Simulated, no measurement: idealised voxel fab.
process module | voxel self aligned vias
cross-section cut | 285 nm wide | cells 5 nm
A cross-section is a grid of square cells, given in bands from the top down. A band is one or more rows of cells.
Each band's line starts with the height of the band's top and of its bottom, in nm. Then come its materials from left to right, each with its width in nm. One material with "throughout" fills the band from edge to edge. "air" is empty space.
Height 0 is the level under which the wafer as received is all one material. The lowest band goes on downwards, as in "0 down".
A width such as "30 to 40" changes by the same amount from each row of cells to the next, from the band's top row to its bottom row.
"no change" after a step means that no cell of the cross-section changed.
closed voids: empty space of 8 cells or more with no open way to the top, each as width x height at its distance from the left edge, in nm
after a step's settings: what the simulator itself notes on the step
overlay nm, on a step with a mask: how far to the right of its planned place the mask lay; to the left if negative
plan
1 op RECEIVE | material Si
2 op CONFORMAL_DEP | material SiO2 | thk nm 15
3 op CONFORMAL_DEP | material SiCN | thk nm 5
4 op DIRECTIONAL_DEP | material SiO2 | thk nm 20
5 op PATTERN | tone open | mask id LINES | material resist | width nm 15 | pitch nm 45 | thk nm 15 | overlay nm 0
6 op DIRECTIONAL_ETCH | etch materials SiO2 | depth nm 20
7 op STRIP | etch materials resist
8 op CONFORMAL_DEP | material TiN | thk nm 5
9 op FILL_DEP | material W | thk nm 5
10 op CMP | height nm 40
11 op SELECTIVE_ETCH | etch materials W Ru TiN | depth nm 5
12 op FILL_DEP | material SiN | thk nm 10
13 op CMP | height nm 40
14 op DIRECTIONAL_DEP | material SiO2 | thk nm 15
15 op DIRECTIONAL_DEP | material aC | thk nm 15
16 op PATTERN | tone open | mask id VIAS | material resist | width nm 30 | thk nm 30 | overlay nm 0
17 op DIRECTIONAL_ETCH | etch materials aC | depth nm 15
18 op STRIP | etch materials resist
19 op DIRECTIONAL_ETCH | etch materials SiO2 | depth nm 15
20 op DIRECTIONAL_ETCH | etch materials SiN | depth nm 5
21 op STRIP | etch materials aC
22 op CONFORMAL_DEP | material TiN | thk nm 5
23 op FILL_DEP | material W | thk nm 5
24 op CMP | height nm 55
25 op CONFORMAL_DEP | material SiN | thk nm 5
varied across the wafers: width nm of step 5. The plan shows the first wafer's value. All wafers start alike
first wafer as received, after step 1
  0 down: Si throughout
  closed voids: none
first wafer at the end, after step 25
  60 to 55: SiN throughout
  55 to 45: SiO2 105 | TiN 5 | W 20 | TiN 5 | SiO2 150
  45 to 40: SiO2 105 | TiN 15 | W 5 | TiN 10 | SiO2 150
  40 to 35: SiO2 115 | TiN 15 | SiO2 30 | SiN 15 | SiO2 110
  35 to 25: SiO2 115 | TiN 5 | W 5 | TiN 5 | SiO2 30 | TiN 5 | W 5 | TiN 5 | SiO2 110
  25 to 20: SiO2 115 | TiN 15 | SiO2 30 | TiN 15 | SiO2 110
  20 to 15: SiCN throughout
  15 to 0: SiO2 throughout
  0 down: Si throughout
  closed voids: none
last wafer at the end
  60 to 55: SiN throughout
  55 to 40: SiO2 105 | TiN 5 | W 20 | TiN 5 | SiO2 150
  40 to 35: SiO2 105 | TiN 30 | SiO2 15 | SiN 30 | SiO2 105
  35 to 25: SiO2 105 | TiN 5 | W 20 | TiN 5 | SiO2 15 | TiN 5 | W 20 | TiN 5 | SiO2 105
  25 to 20: SiO2 105 | TiN 30 | SiO2 15 | TiN 30 | SiO2 105
  20 to 15: SiCN throughout
  15 to 0: SiO2 throughout
  0 down: Si throughout
  closed voids: none
each wafer at the end: cells of each material gained (+) or lost (-) since it was received, then its closed voids
width nm 15 | +57 SiCN | +60 SiN | +528 SiO2 | +26 TiN | +13 W | closed voids: none
width nm 20 | +57 SiCN | +61 SiN | +520 SiO2 | +28 TiN | +18 W | closed voids: none
width nm 25 | +57 SiCN | +62 SiN | +512 SiO2 | +30 TiN | +23 W | closed voids: none
width nm 30 | +57 SiCN | +63 SiN | +504 SiO2 | +32 TiN | +28 W | closed voids: none
